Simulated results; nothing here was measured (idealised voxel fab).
A process module follows: voxel self aligned contacts.
We display cut, a cross-section 250 nm in width whose square cells are each 5 nm.
Just so we're on the same page, the cross-sections are grids of square cells, and they're listed out in bands top to bottom, each band one or more rows deep. Read a band's entry like this: the first values are the height of its top and the height of its bottom in nm, and what follows is the sequence of materials from left to right, each with its width in nm. Note that "blank" is empty space, and that a single material marked "throughout" reaches across the band from edge to edge. Heights are expressed relative to 0, this being the level below which the as-received wafer comprises one material exclusively. The lowest band is unbounded in the downward direction and is denoted as in "z 0 and below". When a width is written as two numbers, as in "30..40", the first number is the width in the top row of cells of the band and the second is the width in its bottom row, and the width changes by the same amount from each row to the next. Where the words "no modifications" appear for a step, the cross-section shows no cell changed by that step; every cell remained as before. Enclosed voids (no open way to top), threshold 8 cells or more, entry "Closed cavity list", notation width x height at distance, distance from left edge, nm. Past the settings on a step's line: simulator remark, on that step. The "overlay nm" setting may appear on a step's line; for a step that uses a mask, it gives how far to the right of its planned position the mask lay, and a negative value indicates the left.
LIST OF PLANNED PROCESS STEPS
1,RECEIVE with material Si
2,OXIDIZE with depth nm 5
3,DIRECTIONAL_DEP with material polySi, thk nm 25
4,DIRECTIONAL_DEP with material SiN, thk nm 20
5,DIRECTIONAL_DEP with material aC, thk nm 15
6,PATTERN with tone cover, mask id GATE, material resist, width nm 30, pitch nm 75, thk nm 30, overlay nm 0
7,DIRECTIONAL_ETCH with etch materials aC, depth nm 15
8,STRIP with etch materials resist
9,DIRECTIONAL_ETCH with etch materials SiN, depth nm 20
10,DIRECTIONAL_ETCH with etch materials polySi, depth nm 25
11,STRIP with etch materials aC
12,CONFORMAL_DEP with material SiN, thk nm 10
13,DIRECTIONAL_ETCH with etch materials SiN, depth nm 10
14,FILL_DEP with material SiO2, thk nm 15
15,CMP with height nm 55
16,DIRECTIONAL_DEP with material aC, thk nm 15
17,PATTERN with tone open, mask id CONTACT, material resist, width nm 55, thk nm 30, overlay nm 0
18,DIRECTIONAL_ETCH with etch materials aC, depth nm 15
19,STRIP with etch materials resist
20,DIRECTIONAL_ETCH with etch materials SiO2, depth nm 60
21,STRIP with etch materials aC
22,CONFORMAL_DEP with material TiN, thk nm 5
23,FILL_DEP with material W, thk nm 5
24,CMP with height nm 55
25,CONFORMAL_DEP with material SiCN, thk nm 5
CROSS-SECTION OF THE WAFER UPON ARRIVAL, REPRESENTING THE STATE REACHED AFTER STEP 1
> z 0 and below  Si throughout
> Closed cavity list: none
CROSS-SECTION TAKEN AT MODULE COMPLETION ON THE FIRST OF TWO WAFERS; PROCESSED PER THE PLAN
> z 60 to 55  SiCN throughout
> z 55 to 45  SiO2: 95, then TiN: 5..20, then W: 45..15, then TiN: 5..20, then SiO2: 100
> z 45 to 25  SiO2: 60, then SiN: 50, then TiN: 5, then W: 15, then TiN: 5, then SiN: 50, then SiO2: 65
> z 25 to 0  SiO2: 60, then SiN: 10, then polySi: 30, then SiN: 10, then TiN: 5, then W: 15, then TiN: 5, then SiN: 10, then polySi: 30, then SiN: 10, then SiO2: 65
> z 0 to -5  SiO2: 110, then TiN: 25, then SiO2: 115
> z -5 and below  Si throughout
> Closed cavity list: none
NOW THE SECOND WAFER, CROSS-SECTIONED AT THE END OF THE MODULE. NOTHING DIFFERENT AT THE START, NOTHING DIFFERENT IN THE PLAN COMPARED WITH THE FIRST, JUST ONE MISTAKE WHEN IT WAS ACTUALLY RUN
> z 60 to 55  SiCN throughout
> z 55 to 45  SiO2: 100, then TiN: 5..15, then W: 35..15, then TiN: 5..15, then SiO2: 105
> z 45 to 25  SiO2: 60, then SiN: 50, then TiN: 5, then W: 15, then TiN: 5, then SiN: 50, then SiO2: 65
> z 25 to 0  SiO2: 60, then SiN: 10, then polySi: 30, then SiN: 10, then TiN: 5, then W: 15, then TiN: 5, then SiN: 10, then polySi: 30, then SiN: 10, then SiO2: 65
> z 0 to -5  SiO2: 110, then TiN: 25, then SiO2: 115
> z -5 and below  Si throughout
> Closed cavity list: none
Here's what went sideways: in deviation from the planned setting, step 17 was conducted as PATTERN with tone open, mask id CONTACT, material resist, width nm 45, thk nm 30, overlay nm 0
It is noted that, at the conclusion of processing, the second wafer exhibits a higher or lower cell count for certain materials relative to the first: SiO2: 4 more, TiN: 2 fewer, W: 2 fewer
